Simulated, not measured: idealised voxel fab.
process module | voxel capacitor over wiring
cross-section cut | 195 nm wide | cells 5 nm
A cross-section is a grid of square cells, given in bands from the top down. A band is one or more rows of cells.
Each band's line starts with the height of the band's top and of its bottom, in nm. Then come its materials from left to right, each with its width in nm. One material with "throughout" fills the band from edge to edge. "air" is empty space.
Height 0 is the level under which the wafer as received is all one material. The lowest band goes on downwards, as in "0 down".
A width such as "30 to 40" changes by the same amount from each row of cells to the next, from the band's top row to its bottom row.
"no change" after a step means that no cell of the cross-section changed.
closed voids: empty space of 8 cells or more with no open way to the top, each as width x height at its distance from the left edge, in nm
after a step's settings: what the simulator itself notes on the step
overlay nm, on a step with a mask: how far to the right of its planned place the mask lay; to the left if negative
plan
1 op RECEIVE | material Si
2 op CONFORMAL_DEP | material SiO2 | thk nm 10
3 op CONFORMAL_DEP | material SiCN | thk nm 5
4 op DIRECTIONAL_DEP | material SiO2 | thk nm 20
5 op PATTERN | tone open | mask id METAL_1 | material resist | width nm 30 | pitch nm 100 | thk nm 15 | overlay nm 0
6 op DIRECTIONAL_ETCH | etch materials SiO2 | depth nm 20
7 op DIRECTIONAL_ETCH | etch materials SiCN | depth nm 5
8 op STRIP | etch materials resist
9 op CONFORMAL_DEP | material TiN | thk nm 5
10 op FILL_DEP | material W | thk nm 5
11 op CMP | height nm 35
12 op EPI | material Ru | thk nm 5
13 op FILL_DEP | material SiCN | thk nm 5
14 op DIRECTIONAL_DEP | material lowk | thk nm 15
15 op PATTERN | tone open | mask id PLUG_1 | material resist | width nm 15 | thk nm 15 | overlay nm 0
16 op DIRECTIONAL_ETCH | etch materials lowk | depth nm 15
17 op DIRECTIONAL_ETCH | etch materials SiCN | depth nm 5
18 op STRIP | etch materials resist
19 op EPI | material Ru | thk nm 10
20 op EPI | material Ru | thk nm 10
21 op DIRECTIONAL_DEP | material TiN | thk nm 5
22 op DIRECTIONAL_DEP | material Al2O3 | thk nm 5
23 op DIRECTIONAL_DEP | material TiN | thk nm 10
24 op PATTERN | tone cover | mask id UPPER_PLATE | material resist | width nm 75 | thk nm 20 | overlay nm 0
25 op DIRECTIONAL_ETCH | etch materials TiN | depth nm 10
26 op DIRECTIONAL_ETCH | etch materials Al2O3 | depth nm 5
27 op STRIP | etch materials resist
28 op PATTERN | tone cover | mask id LOWER_PLATE | material resist | width nm 75 | thk nm 15 | overlay nm 0
29 op DIRECTIONAL_ETCH | etch materials TiN | depth nm 5
30 op STRIP | etch materials resist
31 op FILL_DEP | material SiO2 | thk nm 20
32 op CMP | height nm 95
33 op DIRECTIONAL_DEP | material aC | thk nm 15
34 op PATTERN | tone open | mask id PLUG_2 | material resist | width nm 15 | thk nm 30 | overlay nm 0
35 op DIRECTIONAL_ETCH | etch materials aC | depth nm 15
36 op STRIP | etch materials resist
37 op DIRECTIONAL_ETCH | etch materials SiO2 | depth nm 15
38 op STRIP | etch materials aC
39 op CONFORMAL_DEP | material TiN | thk nm 5
40 op FILL_DEP | material Cu | thk nm 10
41 op CMP | height nm 95
42 op CONFORMAL_DEP | material SiCN | thk nm 5
varied across the wafers: width nm of step 28. The plan shows the first wafer's value. All wafers start alike
first wafer as received, after step 1
  0 down: Si throughout
  closed voids: none
first wafer at the end, after step 42
  100 to 95: SiCN throughout
  95 to 85: SiO2 55 | TiN 5 | Cu 5 | TiN 5 | SiO2 125
  85 to 80: SiO2 55 | TiN 15 | SiO2 125
  80 to 70: SiO2 45 | TiN 75 | SiO2 75
  70 to 65: SiO2 45 | Al2O3 75 | SiO2 75
  65 to 60: SiO2 45 | TiN 75 | SiO2 75
  60 to 45: lowk 45 | Ru 15 | lowk 135
  45 to 40: SiCN 45 | Ru 15 | SiCN 135
  40 to 35: SiCN 25 | Ru 40 | SiCN 60 | Ru 40 | SiCN 30
  35 to 15: SiO2 30 | TiN 5 | W 20 | TiN 5 | SiO2 70 | TiN 5 | W 20 | TiN 5 | SiO2 35
  15 to 10: SiCN 30 | TiN 30 | SiCN 70 | TiN 30 | SiCN 35
  10 to 0: SiO2 throughout
  0 down: Si throughout
  closed voids: none
last wafer at the end
  100 to 95: SiCN throughout
  95 to 85: SiO2 55 | TiN 5 | Cu 5 | TiN 5 | SiO2 125
  85 to 80: SiO2 55 | TiN 15 | SiO2 125
  80 to 70: SiO2 45 | TiN 75 | SiO2 75
  70 to 65: SiO2 45 | Al2O3 75 | SiO2 75
  65 to 60: SiO2 35 | TiN 100 | SiO2 60
  60 to 45: lowk 45 | Ru 15 | lowk 135
  45 to 40: SiCN 45 | Ru 15 | SiCN 135
  40 to 35: SiCN 25 | Ru 40 | SiCN 60 | Ru 40 | SiCN 30
  35 to 15: SiO2 30 | TiN 5 | W 20 | TiN 5 | SiO2 70 | TiN 5 | W 20 | TiN 5 | SiO2 35
  15 to 10: SiCN 30 | TiN 30 | SiCN 70 | TiN 30 | SiCN 35
  10 to 0: SiO2 throughout
  0 down: Si throughout
  closed voids: none
each wafer at the end: cells of each material gained (+) or lost (-) since it was received, then its closed voids
width nm 75 | +15 Al2O3 | +2 Cu | +28 Ru | +125 SiCN | +390 SiO2 | +80 TiN | +32 W | +108 lowk | closed voids: none
width nm 80 | +15 Al2O3 | +2 Cu | +28 Ru | +125 SiCN | +389 SiO2 | +81 TiN | +32 W | +108 lowk | closed voids: none
width nm 85 | +15 Al2O3 | +2 Cu | +28 Ru | +125 SiCN | +388 SiO2 | +82 TiN | +32 W | +108 lowk | closed voids: none
width nm 90 | +15 Al2O3 | +2 Cu | +28 Ru | +125 SiCN | +387 SiO2 | +83 TiN | +32 W | +108 lowk | closed voids: none
width nm 95 | +15 Al2O3 | +2 Cu | +28 Ru | +125 SiCN | +386 SiO2 | +84 TiN | +32 W | +108 lowk | closed voids: none
width nm 100 | +15 Al2O3 | +2 Cu | +28 Ru | +125 SiCN | +385 SiO2 | +85 TiN | +32 W | +108 lowk | closed voids: none
